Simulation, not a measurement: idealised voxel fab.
process module | voxel ribs on slabs
cross-section cut | 175 nm wide | cells 5 nm
A cross-section is a grid of square cells, given in bands from the top down. A band is one or more rows of cells.
Each band's line starts with the height of the band's top and of its bottom, in nm. Then come its materials from left to right, each with its width in nm. One material with "throughout" fills the band from edge to edge. "air" is empty space.
Height 0 is the level under which the wafer as received is all one material. The lowest band goes on downwards, as in "0 down".
A width such as "30 to 40" changes by the same amount from each row of cells to the next, from the band's top row to its bottom row.
"no change" after a step means that no cell of the cross-section changed.
closed voids: empty space of 8 cells or more with no open way to the top, each as width x height at its distance from the left edge, in nm
after a step's settings: what the simulator itself notes on the step
overlay nm, on a step with a mask: how far to the right of its planned place the mask lay; to the left if negative
plan
1 op RECEIVE | material Si
2 op DIRECTIONAL_DEP | material SiO2 | thk nm 25
3 op DIRECTIONAL_DEP | material SiN | thk nm 25
4 op DIRECTIONAL_DEP | material aC | thk nm 10
5 op PATTERN | tone cover | mask id RIB | material resist | width nm 25 | thk nm 25 | overlay nm 0
6 op DIRECTIONAL_ETCH | etch materials aC | depth nm 10
7 op STRIP | etch materials resist
8 op DIRECTIONAL_ETCH | etch materials SiN | depth nm 20
9 op STRIP | etch materials aC
10 op PATTERN | tone cover | mask id SLAB | material resist | width nm 65 | thk nm 20 | overlay nm 0
11 op DIRECTIONAL_ETCH | etch materials SiN | depth nm 5
12 op STRIP | etch materials resist
13 op FILL_DEP | material SiO2 | thk nm 25
14 op CMP | height nm 65
15 op DIRECTIONAL_DEP | material TiN | thk nm 5
16 op PATTERN | tone cover | mask id HEATER | material resist | width nm 35 | thk nm 15 | overlay nm 0
17 op DIRECTIONAL_ETCH | etch materials TiN | depth nm 5
18 op STRIP | etch materials resist
19 op CONFORMAL_DEP | material SiN | thk nm 5
as received, after step 1
  0 down: Si throughout
  closed voids: none
first wafer at the end, as planned
  75 to 70: air 65 | SiN 45 | air 65
  70 to 65: SiN 70 | TiN 35 | SiN 70
  65 to 50: SiO2 throughout
  50 to 30: SiO2 75 | SiN 25 | SiO2 75
  30 to 25: SiO2 55 | SiN 65 | SiO2 55
  25 to 0: SiO2 throughout
  0 down: Si throughout
  closed voids: none
second wafer at the end: like start, like plan, one mistake
  75 to 70: air 65 | SiN 45 | air 65
  70 to 65: SiN 70 | TiN 35 | SiN 70
  65 to 40: SiO2 throughout
  40 to 35: SiO2 55 | SiN 65 | SiO2 55
  35 to 25: aC throughout
  25 to 0: SiO2 throughout
  0 down: Si throughout
  closed voids: none
what went wrong: steps 3 and 4 were swapped
at the end the second wafer has, in cells: 20 fewer of SiN | 50 fewer of SiO2 | 70 more of aC
